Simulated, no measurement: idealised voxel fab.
Process module heading - voxel self aligned contacts
Cross-section cut: width 150 nm, square cells of 5 nm.
In this document a cross-section is written as a grid of square cells. It is given as a series of bands, listed from the top down, and a band is one or more rows of cells.
Within each band entry, the heights of the top and of the bottom of the band appear first, in that order and in nm; the materials of the band then follow from left to right, each with its corresponding width in nm. The designation "throughout" on a single material indicates that it fills the band from edge to edge; the designation "air" indicates empty space.
The reference from which all heights are counted is 0, the level beneath which the as-received wafer is entirely one material; the lowest band, having no lower bound, proceeds downward and is written after the example "0 nm and below".
Read "30->40" as a graded width: first number on top, second number at the bottom, same change between each pair of neighbouring rows.
The designation "same as before", where it is given for a processing step, indicates that no cell of the cross-section was altered in the course of that step.
The entry titled "Trapped void list" provides the empty spaces that have no open way to the top, restricted to those of 8 cells or more. Each is presented as width x height at distance, the distance being measured from the left edge, with all three in nm.
If you see something after the settings on a step's line, that's the simulator's own remark about that step.
If you see "overlay nm" on a step's line and that step has a mask, it's telling you how far right of where it was planned the mask ended up; a negative number means it went left instead.

THE STEPS PLANNED FOR THE PROCESS ARE AS FOLLOWS
1,RECEIVE,material Si
2,CONFORMAL_DEP,material SiO2,thk nm 5
3,DIRECTIONAL_DEP,material polySi,thk nm 25
4,DIRECTIONAL_DEP,material SiN,thk nm 20
5,DIRECTIONAL_DEP,material aC,thk nm 15
6,PATTERN,tone cover,mask id GATE,material resist,width nm 30,pitch nm 70,thk nm 30,overlay nm 0
7,DIRECTIONAL_ETCH,etch materials aC,depth nm 15
8,STRIP,etch materials resist
9,DIRECTIONAL_ETCH,etch materials SiN,depth nm 20
10,DIRECTIONAL_ETCH,etch materials polySi,depth nm 25
11,STRIP,etch materials aC
12,CONFORMAL_DEP,material SiN,thk nm 10
13,DIRECTIONAL_ETCH,etch materials SiN,depth nm 10
14,FILL_DEP,material SiO2,thk nm 10
15,CMP,height nm 55
16,MASKED_ETCH,tone open,mask id CONTACT,width nm 50,etch materials SiO2,depth nm 55,overlay nm 0
17,CONFORMAL_DEP,material TiN,thk nm 5
18,FILL_DEP,material W,thk nm 10
19,CMP,height nm 55
20,CONFORMAL_DEP,material SiCN,thk nm 5

FIRST WAFER OUT OF TWO, PROCESSED AS PLANNED

RECEIVED-STATE CROSS-SECTION, REFLECTING COMPLETION OF STEP 1
	0 nm and below: Si throughout
	Trapped void list: none

TAKE A LOOK AT THE WAFER'S CROSS-SECTION AFTER STEP 2
	5 nm to 0 nm: SiO2 throughout
	At heights below 0, the structure remains unaltered.

TAKE A LOOK AT THE WAFER'S CROSS-SECTION AFTER STEP 3
	30 nm to 5 nm: polySi throughout
	At heights below 5, the structure remains unaltered.

TAKE A LOOK AT THE WAFER'S CROSS-SECTION AFTER STEP 4
	50 nm to 30 nm: SiN throughout
	At heights below 30, the structure remains unaltered.

TAKE A LOOK AT THE WAFER'S CROSS-SECTION AFTER STEP 5
	65 nm to 50 nm: aC throughout
	At heights below 50, the structure remains unaltered.

TAKE A LOOK AT THE WAFER'S CROSS-SECTION AFTER STEP 6
	95 nm to 65 nm: air=25  resist=30  air=40  resist=30  air=25
	At heights below 65, the structure remains unaltered.

TAKE A LOOK AT THE WAFER'S CROSS-SECTION AFTER STEP 7
	80 nm to 65 nm: air=25  resist=30  air=40  resist=30  air=25
	65 nm to 50 nm: air=25  aC=30  air=40  aC=30  air=25
	At heights below 50, the structure remains unaltered.

TAKE A LOOK AT THE WAFER'S CROSS-SECTION AFTER STEP 8
	65 nm to 50 nm: air=25  aC=30  air=40  aC=30  air=25
	At heights below 50, the structure remains unaltered.

TAKE A LOOK AT THE WAFER'S CROSS-SECTION AFTER STEP 9
	65 nm to 50 nm: air=25  aC=30  air=40  aC=30  air=25
	50 nm to 30 nm: air=25  SiN=30  air=40  SiN=30  air=25
	At heights below 30, the structure remains unaltered.

TAKE A LOOK AT THE WAFER'S CROSS-SECTION AFTER STEP 10
	65 nm to 50 nm: air=25  aC=30  air=40  aC=30  air=25
	50 nm to 30 nm: air=25  SiN=30  air=40  SiN=30  air=25
	30 nm to 5 nm: air=25  polySi=30  air=40  polySi=30  air=25
	At heights below 5, the structure remains unaltered.

TAKE A LOOK AT THE WAFER'S CROSS-SECTION AFTER STEP 11
	50 nm to 30 nm: air=25  SiN=30  air=40  SiN=30  air=25
	At heights below 30, the structure remains unaltered.

TAKE A LOOK AT THE WAFER'S CROSS-SECTION AFTER STEP 12
	60 nm to 30 nm: air=15  SiN=50  air=20  SiN=50  air=15
	30 nm to 15 nm: air=15  SiN=10  polySi=30  SiN=10  air=20  SiN=10  polySi=30  SiN=10  air=15
	15 nm to 5 nm: SiN=25  polySi=30  SiN=40  polySi=30  SiN=25
	At heights below 5, the structure remains unaltered.

TAKE A LOOK AT THE WAFER'S CROSS-SECTION AFTER STEP 13
	50 nm to 30 nm: air=15  SiN=50  air=20  SiN=50  air=15
	30 nm to 5 nm: air=15  SiN=10  polySi=30  SiN=10  air=20  SiN=10  polySi=30  SiN=10  air=15
	At heights below 5, the structure remains unaltered.

TAKE A LOOK AT THE WAFER'S CROSS-SECTION AFTER STEP 14
	60 nm to 50 nm: SiO2 throughout
	50 nm to 30 nm: SiO2=15  SiN=50  SiO2=20  SiN=50  SiO2=15
	30 nm to 5 nm: SiO2=15  SiN=10  polySi=30  SiN=10  SiO2=20  SiN=10  polySi=30  SiN=10  SiO2=15
	At heights below 5, the structure remains unaltered.

TAKE A LOOK AT THE WAFER'S CROSS-SECTION AFTER STEP 15
	55 nm to 50 nm: SiO2 throughout
	At heights below 50, the structure remains unaltered.

TAKE A LOOK AT THE WAFER'S CROSS-SECTION AFTER STEP 16
	55 nm to 50 nm: SiO2=50  air=50  SiO2=50
	50 nm to 30 nm: SiO2=15  SiN=50  air=20  SiN=50  SiO2=15
	30 nm to 5 nm: SiO2=15  SiN=10  polySi=30  SiN=10  air=20  SiN=10  polySi=30  SiN=10  SiO2=15
	5 nm to 0 nm: SiO2=65  air=20  SiO2=65
	At heights below 0, the structure remains unaltered.

TAKE A LOOK AT THE WAFER'S CROSS-SECTION AFTER STEP 17
	60 nm to 55 nm: TiN=55  air=40  TiN=55
	55 nm to 50 nm: SiO2=50  TiN=20  air=10  TiN=20  SiO2=50
	50 nm to 30 nm: SiO2=15  SiN=50  TiN=5  air=10  TiN=5  SiN=50  SiO2=15
	30 nm to 5 nm: SiO2=15  SiN=10  polySi=30  SiN=10  TiN=5  air=10  TiN=5  SiN=10  polySi=30  SiN=10  SiO2=15
	5 nm to 0 nm: SiO2=65  TiN=20  SiO2=65
	At heights below 0, the structure remains unaltered.

TAKE A LOOK AT THE WAFER'S CROSS-SECTION AFTER STEP 18
	70 nm to 60 nm: W throughout
	60 nm to 55 nm: TiN=55  W=40  TiN=55
	55 nm to 50 nm: SiO2=50  TiN=20  W=10  TiN=20  SiO2=50
	50 nm to 30 nm: SiO2=15  SiN=50  TiN=5  W=10  TiN=5  SiN=50  SiO2=15
	30 nm to 5 nm: SiO2=15  SiN=10  polySi=30  SiN=10  TiN=5  W=10  TiN=5  SiN=10  polySi=30  SiN=10  SiO2=15
	At heights below 5, the structure remains unaltered.

TAKE A LOOK AT THE WAFER'S CROSS-SECTION AFTER STEP 19
	55 nm to 50 nm: SiO2=50  TiN=20  W=10  TiN=20  SiO2=50
	At heights below 50, the structure remains unaltered.

TAKE A LOOK AT THE WAFER'S CROSS-SECTION AFTER STEP 20
	60 nm to 55 nm: SiCN throughout
	At heights below 55, the structure remains unaltered.

WAFER TWO OF TWO - SAME STARTING POINT, SAME PROCESS PLAN, ONE MISTAKE IN EXECUTION; MATCHES WAFER ONE UP TO AND INCLUDING STEP 11

X-SECTION, SECOND WAFER, WHEN STEP 12 WAS DUE TO FINISH
	55 nm to 30 nm: air=20  SiN=40  air=30  SiN=40  air=20
	30 nm to 10 nm: air=20  SiN=5  polySi=30  SiN=5  air=30  SiN=5  polySi=30  SiN=5  air=20
	10 nm to 5 nm: SiN=25  polySi=30  SiN=40  polySi=30  SiN=25
	At heights below 5, the structure remains unaltered.

X-SECTION, SECOND WAFER, WHEN STEP 13 WAS DUE TO FINISH
	45 nm to 30 nm: air=20  SiN=40  air=30  SiN=40  air=20
	30 nm to 5 nm: air=20  SiN=5  polySi=30  SiN=5  air=30  SiN=5  polySi=30  SiN=5  air=20
	At heights below 5, the structure remains unaltered.

X-SECTION, SECOND WAFER, WHEN STEP 14 WAS DUE TO FINISH
	55 nm to 45 nm: SiO2 throughout
	45 nm to 30 nm: SiO2=20  SiN=40  SiO2=30  SiN=40  SiO2=20
	30 nm to 5 nm: SiO2=20  SiN=5  polySi=30  SiN=5  SiO2=30  SiN=5  polySi=30  SiN=5  SiO2=20
	At heights below 5, the structure remains unaltered.

X-section, second wafer, when step 15 was due to finish: same as before

X-SECTION, SECOND WAFER, WHEN STEP 16 WAS DUE TO FINISH
	55 nm to 45 nm: SiO2=50  air=50  SiO2=50
	45 nm to 30 nm: SiO2=20  SiN=40  air=30  SiN=40  SiO2=20
	30 nm to 5 nm: SiO2=20  SiN=5  polySi=30  SiN=5  air=30  SiN=5  polySi=30  SiN=5  SiO2=20
	5 nm to 0 nm: SiO2=60  air=30  SiO2=60
	At heights below 0, the structure remains unaltered.

X-SECTION, SECOND WAFER, WHEN STEP 17 WAS DUE TO FINISH
	60 nm to 55 nm: TiN=55  air=40  TiN=55
	55 nm to 45 nm: SiO2=50  TiN=5->15  air=40->20  TiN=5->15  SiO2=50
	45 nm to 30 nm: SiO2=20  SiN=40  TiN=5  air=20  TiN=5  SiN=40  SiO2=20
	30 nm to 5 nm: SiO2=20  SiN=5  polySi=30  SiN=5  TiN=5  air=20  TiN=5  SiN=5  polySi=30  SiN=5  SiO2=20
	5 nm to 0 nm: SiO2=60  TiN=30  SiO2=60
	At heights below 0, the structure remains unaltered.

X-SECTION, SECOND WAFER, WHEN STEP 18 WAS DUE TO FINISH
	70 nm to 60 nm: W throughout
	60 nm to 55 nm: TiN=55  W=40  TiN=55
	55 nm to 45 nm: SiO2=50  TiN=5->15  W=40->20  TiN=5->15  SiO2=50
	45 nm to 30 nm: SiO2=20  SiN=40  TiN=5  W=20  TiN=5  SiN=40  SiO2=20
	30 nm to 5 nm: SiO2=20  SiN=5  polySi=30  SiN=5  TiN=5  W=20  TiN=5  SiN=5  polySi=30  SiN=5  SiO2=20
	At heights below 5, the structure remains unaltered.

X-SECTION, SECOND WAFER, WHEN STEP 19 WAS DUE TO FINISH
	55 nm to 45 nm: SiO2=50  TiN=5->15  W=40->20  TiN=5->15  SiO2=50
	At heights below 45, the structure remains unaltered.

X-SECTION, SECOND WAFER, WHEN STEP 20 WAS DUE TO FINISH
	60 nm to 55 nm: SiCN throughout
	At heights below 55, the structure remains unaltered.
What broke from the plan during processing? step 12 did not use the planned setting and instead ran as CONFORMAL_DEP,material SiN,thk nm 5
At the finish, the second wafer shows more or fewer cells for some materials than the first does: -52 SiN | +28 SiO2 | +24 W
